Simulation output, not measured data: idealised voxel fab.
process module | voxel self aligned vias
cross-section cut | 285 nm wide | cells 5 nm
A cross-section is a grid of square cells, given in bands from the top down. A band is one or more rows of cells.
Each band's line starts with the height of the band's top and of its bottom, in nm. Then come its materials from left to right, each with its width in nm. One material with "throughout" fills the band from edge to edge. "air" is empty space.
Height 0 is the level under which the wafer as received is all one material. The lowest band goes on downwards, as in "0 down".
A width such as "30 to 40" changes by the same amount from each row of cells to the next, from the band's top row to its bottom row.
"no change" after a step means that no cell of the cross-section changed.
closed voids: empty space of 8 cells or more with no open way to the top, each as width x height at its distance from the left edge, in nm
after a step's settings: what the simulator itself notes on the step
overlay nm, on a step with a mask: how far to the right of its planned place the mask lay; to the left if negative
Each pair below shows a cross-section before one step and the cross-section after it, down to the lowest band that changed. The line under each pair gives the step between them, with its settings. The pairs can come from different runs of this module on the same starting wafer, so a pair continues from the pair above only where its "before" says so.
before
  75 to 60: aC 85 | air 45 | aC 25 | air 45 | aC 85
  60 to 40: lowk throughout
  40 to 35: lowk 85 | SiN 25 | lowk 45 | SiN 25 | lowk 105
  35 to 20: lowk 85 | TiN 5 | Ru 15 | TiN 5 | lowk 45 | TiN 5 | Ru 15 | TiN 5 | lowk 105
  20 to 15: lowk 85 | TiN 25 | lowk 45 | TiN 25 | lowk 105
  15 to 10: SiCN throughout
  10 to 0: SiO2 throughout
  0 down: Si throughout
  closed voids: none
after
  75 to 60: aC 85 | air 45 | aC 25 | air 45 | aC 85
  60 to 40: lowk 85 | air 45 | lowk 25 | air 45 | lowk 85
  below 40: unchanged
  closed voids: none
the step between: op DIRECTIONAL_ETCH | etch materials lowk | depth nm 20
before: the cross-section after the pair above
after
  75 to 60: aC 85 | air 45 | aC 25 | air 45 | aC 85
  60 to 40: lowk 85 | air 45 | lowk 25 | air 45 | lowk 85
  40 to 35: lowk 85 | air 25 | lowk 45 | air 25 | lowk 105
  below 35: unchanged
  closed voids: none
the step between: op DIRECTIONAL_ETCH | etch materials SiN | depth nm 5
before: the cross-section after the pair above
after
  60 to 40: lowk 85 | air 45 | lowk 25 | air 45 | lowk 85
  below 40: unchanged
  closed voids: none
the step between: op STRIP | etch materials aC
before: the cross-section after the pair above
after
  65 to 60: TiN 90 | air 35 | TiN 35 | air 35 | TiN 90
  60 to 45: lowk 85 | TiN 5 | air 35 | TiN 5 | lowk 25 | TiN 5 | air 35 | TiN 5 | lowk 85
  45 to 40: lowk 85 | TiN 5 | air 15 | TiN 25 | lowk 25 | TiN 5 | air 15 | TiN 25 | lowk 85
  40 to 35: lowk 85 | TiN 25 | lowk 45 | TiN 25 | lowk 105
  below 35: unchanged
  closed voids: none
the step between: op CONFORMAL_DEP | material TiN | thk nm 5
before: the cross-section after the pair above
after
  75 to 65: Cu throughout
  65 to 60: TiN 90 | Cu 35 | TiN 35 | Cu 35 | TiN 90
  60 to 45: lowk 85 | TiN 5 | Cu 35 | TiN 5 | lowk 25 | TiN 5 | Cu 35 | TiN 5 | lowk 85
  45 to 40: lowk 85 | TiN 5 | Cu 15 | TiN 25 | lowk 25 | TiN 5 | Cu 15 | TiN 25 | lowk 85
  below 40: unchanged
  closed voids: none
the step between: op FILL_DEP | material Cu | thk nm 10
before: the cross-section after the pair above
after
  60 to 45: lowk 85 | TiN 5 | Cu 35 | TiN 5 | lowk 25 | TiN 5 | Cu 35 | TiN 5 | lowk 85
  below 45: unchanged
  closed voids: none
the step between: op CMP | height nm 60
before: the cross-section after the pair above
after
  65 to 60: SiCN throughout
  below 60: unchanged
  closed voids: none
the step between: op CONFORMAL_DEP | material SiCN | thk nm 5
before
  10 to 0: SiO2 throughout
  0 down: Si throughout
  closed voids: none
after
  15 to 10: TiN throughout
  below 10: unchanged
  closed voids: none
the step between: op CONFORMAL_DEP | material TiN | thk nm 5
before: the cross-section after the pair above
after
  40 to 15: lowk throughout
  below 15: unchanged
  closed voids: none
the step between: op DIRECTIONAL_DEP | material lowk | thk nm 25
before: the cross-section after the pair above
after
  55 to 40: resist 95 | air 25 | resist 45 | air 25 | resist 95
  below 40: unchanged
  closed voids: none
the step between: op PATTERN | tone open | mask id LINES | material resist | width nm 25 | pitch nm 70 | thk nm 15 | overlay nm 0
before: the cross-section after the pair above
after
  55 to 40: resist 95 | air 25 | resist 45 | air 25 | resist 95
  40 to 15: lowk 95 | air 25 | lowk 45 | air 25 | lowk 95
  below 15: unchanged
  closed voids: none
the step between: op DIRECTIONAL_ETCH | etch materials lowk | depth nm 25
before: the cross-section after the pair above
after
  40 to 15: lowk 95 | air 25 | lowk 45 | air 25 | lowk 95
  below 15: unchanged
  closed voids: none
the step between: op STRIP | etch materials resist
before: the cross-section after the pair above
after
  45 to 40: TiN 100 | air 15 | TiN 55 | air 15 | TiN 100
  40 to 20: lowk 95 | TiN 5 | air 15 | TiN 5 | lowk 45 | TiN 5 | air 15 | TiN 5 | lowk 95
  20 to 15: lowk 95 | TiN 25 | lowk 45 | TiN 25 | lowk 95
  below 15: unchanged
  closed voids: none
the step between: op CONFORMAL_DEP | material TiN | thk nm 5
before: the cross-section after the pair above
after
  55 to 45: Ru throughout
  45 to 40: TiN 100 | Ru 15 | TiN 55 | Ru 15 | TiN 100
  40 to 20: lowk 95 | TiN 5 | Ru 15 | TiN 5 | lowk 45 | TiN 5 | Ru 15 | TiN 5 | lowk 95
  below 20: unchanged
  closed voids: none
the step between: op FILL_DEP | material Ru | thk nm 10
before: the cross-section after the pair above
after
  40 to 20: lowk 95 | TiN 5 | Ru 15 | TiN 5 | lowk 45 | TiN 5 | Ru 15 | TiN 5 | lowk 95
  below 20: unchanged
  closed voids: none
the step between: op CMP | height nm 40
before: the cross-section after the pair above
after
  40 to 35: lowk 95 | air 25 | lowk 45 | air 25 | lowk 95
  below 35: unchanged
  closed voids: none
the step between: op SELECTIVE_ETCH | etch materials W Ru TiN | depth nm 5
before: the cross-section after the pair above
after
  50 to 40: SiN throughout
  40 to 35: lowk 95 | SiN 25 | lowk 45 | SiN 25 | lowk 95
  below 35: unchanged
  closed voids: none
the step between: op FILL_DEP | material SiN | thk nm 10
before: the cross-section after the pair above
after
  40 to 35: lowk 95 | SiN 25 | lowk 45 | SiN 25 | lowk 95
  below 35: unchanged
  closed voids: none
the step between: op CMP | height nm 40
before: the cross-section after the pair above
after
  60 to 40: lowk throughout
  below 40: unchanged
  closed voids: none
the step between: op DIRECTIONAL_DEP | material lowk | thk nm 20
before: the cross-section after the pair above
after
  75 to 60: aC throughout
  below 60: unchanged
  closed voids: none
the step between: op DIRECTIONAL_DEP | material aC | thk nm 15
before: the cross-section after the pair above
after
  105 to 75: resist 85 | air 45 | resist 25 | air 45 | resist 85
  below 75: unchanged
  closed voids: none
the step between: op PATTERN | tone open | mask id VIAS | material resist | width nm 45 | pitch nm 70 | thk nm 30 | overlay nm 0
before: the cross-section after the pair above
after
  90 to 75: resist 85 | air 45 | resist 25 | air 45 | resist 85
  75 to 60: aC 85 | air 45 | aC 25 | air 45 | aC 85
  below 60: unchanged
  closed voids: none
the step between: op DIRECTIONAL_ETCH | etch materials aC | depth nm 15
before: the cross-section after the pair above
after
  75 to 60: aC 85 | air 45 | aC 25 | air 45 | aC 85
  below 60: unchanged
  closed voids: none
the step between: op STRIP | etch materials resist
before: the cross-section after the pair above
after
  75 to 60: aC 85 | air 45 | aC 25 | air 45 | aC 85
  60 to 40: lowk 85 | air 45 | lowk 25 | air 45 | lowk 85
  below 40: unchanged
  closed voids: none
the step between: op DIRECTIONAL_ETCH | etch materials lowk | depth nm 20
before: the cross-section after the pair above
after
  75 to 60: aC 85 | air 45 | aC 25 | air 45 | aC 85
  60 to 40: lowk 85 | air 45 | lowk 25 | air 45 | lowk 85
  40 to 35: lowk 95 | air 25 | lowk 45 | air 25 | lowk 95
  below 35: unchanged
  closed voids: none
the step between: op DIRECTIONAL_ETCH | etch materials SiN | depth nm 5
before: the cross-section after the pair above
after
  60 to 40: lowk 85 | air 45 | lowk 25 | air 45 | lowk 85
  below 40: unchanged
  closed voids: none
the step between: op STRIP | etch materials aC
before: the cross-section after the pair above
after
  65 to 60: TiN 90 | air 35 | TiN 35 | air 35 | TiN 90
  60 to 45: lowk 85 | TiN 5 | air 35 | TiN 5 | lowk 25 | TiN 5 | air 35 | TiN 5 | lowk 85
  45 to 40: lowk 85 | TiN 15 | air 15 | TiN 15 | lowk 25 | TiN 15 | air 15 | TiN 15 | lowk 85
  40 to 35: lowk 95 | TiN 25 | lowk 45 | TiN 25 | lowk 95
  below 35: unchanged
  closed voids: none
the step between: op CONFORMAL_DEP | material TiN | thk nm 5
before: the cross-section after the pair above
after
  75 to 65: Cu throughout
  65 to 60: TiN 90 | Cu 35 | TiN 35 | Cu 35 | TiN 90
  60 to 45: lowk 85 | TiN 5 | Cu 35 | TiN 5 | lowk 25 | TiN 5 | Cu 35 | TiN 5 | lowk 85
  45 to 40: lowk 85 | TiN 15 | Cu 15 | TiN 15 | lowk 25 | TiN 15 | Cu 15 | TiN 15 | lowk 85
  below 40: unchanged
  closed voids: none
the step between: op FILL_DEP | material Cu | thk nm 10
before: the cross-section after the pair above
after
  60 to 45: lowk 85 | TiN 5 | Cu 35 | TiN 5 | lowk 25 | TiN 5 | Cu 35 | TiN 5 | lowk 85
  below 45: unchanged
  closed voids: none
the step between: op CMP | height nm 60
before: the cross-section after the pair above
after
  65 to 60: SiCN throughout
  below 60: unchanged
  closed voids: none
the step between: op CONFORMAL_DEP | material SiCN | thk nm 5
before
  75 to 60: aC throughout
  60 to 40: lowk throughout
  40 to 35: lowk 95 | SiN 25 | lowk 45 | SiN 25 | lowk 95
  35 to 20: lowk 95 | TiN 5 | Ru 15 | TiN 5 | lowk 45 | TiN 5 | Ru 15 | TiN 5 | lowk 95
  20 to 15: lowk 95 | TiN 25 | lowk 45 | TiN 25 | lowk 95
  15 to 10: SiCN throughout
  10 to 0: SiO2 throughout
  0 down: Si throughout
  closed voids: none
after
  105 to 75: air 85 | resist 45 | air 25 | resist 45 | air 85
  below 75: unchanged
  closed voids: none
the step between: op PATTERN | tone cover | mask id VIAS | material resist | width nm 45 | pitch nm 70 | thk nm 30 | overlay nm 0
before: the cross-section after the pair above
after
  90 to 75: air 85 | resist 45 | air 25 | resist 45 | air 85
  75 to 60: air 85 | aC 45 | air 25 | aC 45 | air 85
  below 60: unchanged
  closed voids: none
the step between: op DIRECTIONAL_ETCH | etch materials aC | depth nm 15
before: the cross-section after the pair above
after
  75 to 60: air 85 | aC 45 | air 25 | aC 45 | air 85
  below 60: unchanged
  closed voids: none
the step between: op STRIP | etch materials resist
before: the cross-section after the pair above
after
  75 to 60: air 85 | aC 45 | air 25 | aC 45 | air 85
  60 to 40: air 85 | lowk 45 | air 25 | lowk 45 | air 85
  below 40: unchanged
  closed voids: none
the step between: op DIRECTIONAL_ETCH | etch materials lowk | depth nm 20
before: the cross-section after the pair above
after
  60 to 40: air 85 | lowk 45 | air 25 | lowk 45 | air 85
  below 40: unchanged
  closed voids: none
the step between: op STRIP | etch materials aC
before: the cross-section after the pair above
after
  65 to 60: air 80 | TiN 55 | air 15 | TiN 55 | air 80
  60 to 45: air 80 | TiN 5 | lowk 45 | TiN 5 | air 15 | TiN 5 | lowk 45 | TiN 5 | air 80
  45 to 40: TiN 85 | lowk 45 | TiN 25 | lowk 45 | TiN 85
  below 40: unchanged
  closed voids: none
the step between: op CONFORMAL_DEP | material TiN | thk nm 5
before: the cross-section after the pair above
after
  75 to 65: Cu throughout
  65 to 60: Cu 80 | TiN 55 | Cu 15 | TiN 55 | Cu 80
  60 to 45: Cu 80 | TiN 5 | lowk 45 | TiN 5 | Cu 15 | TiN 5 | lowk 45 | TiN 5 | Cu 80
  below 45: unchanged
  closed voids: none
the step between: op FILL_DEP | material Cu | thk nm 10
before: the cross-section after the pair above
after
  60 to 45: Cu 80 | TiN 5 | lowk 45 | TiN 5 | Cu 15 | TiN 5 | lowk 45 | TiN 5 | Cu 80
  below 45: unchanged
  closed voids: none
the step between: op CMP | height nm 60
before: the cross-section after the pair above
after
  65 to 60: SiCN throughout
  below 60: unchanged
  closed voids: none
the step between: op CONFORMAL_DEP | material SiCN | thk nm 5
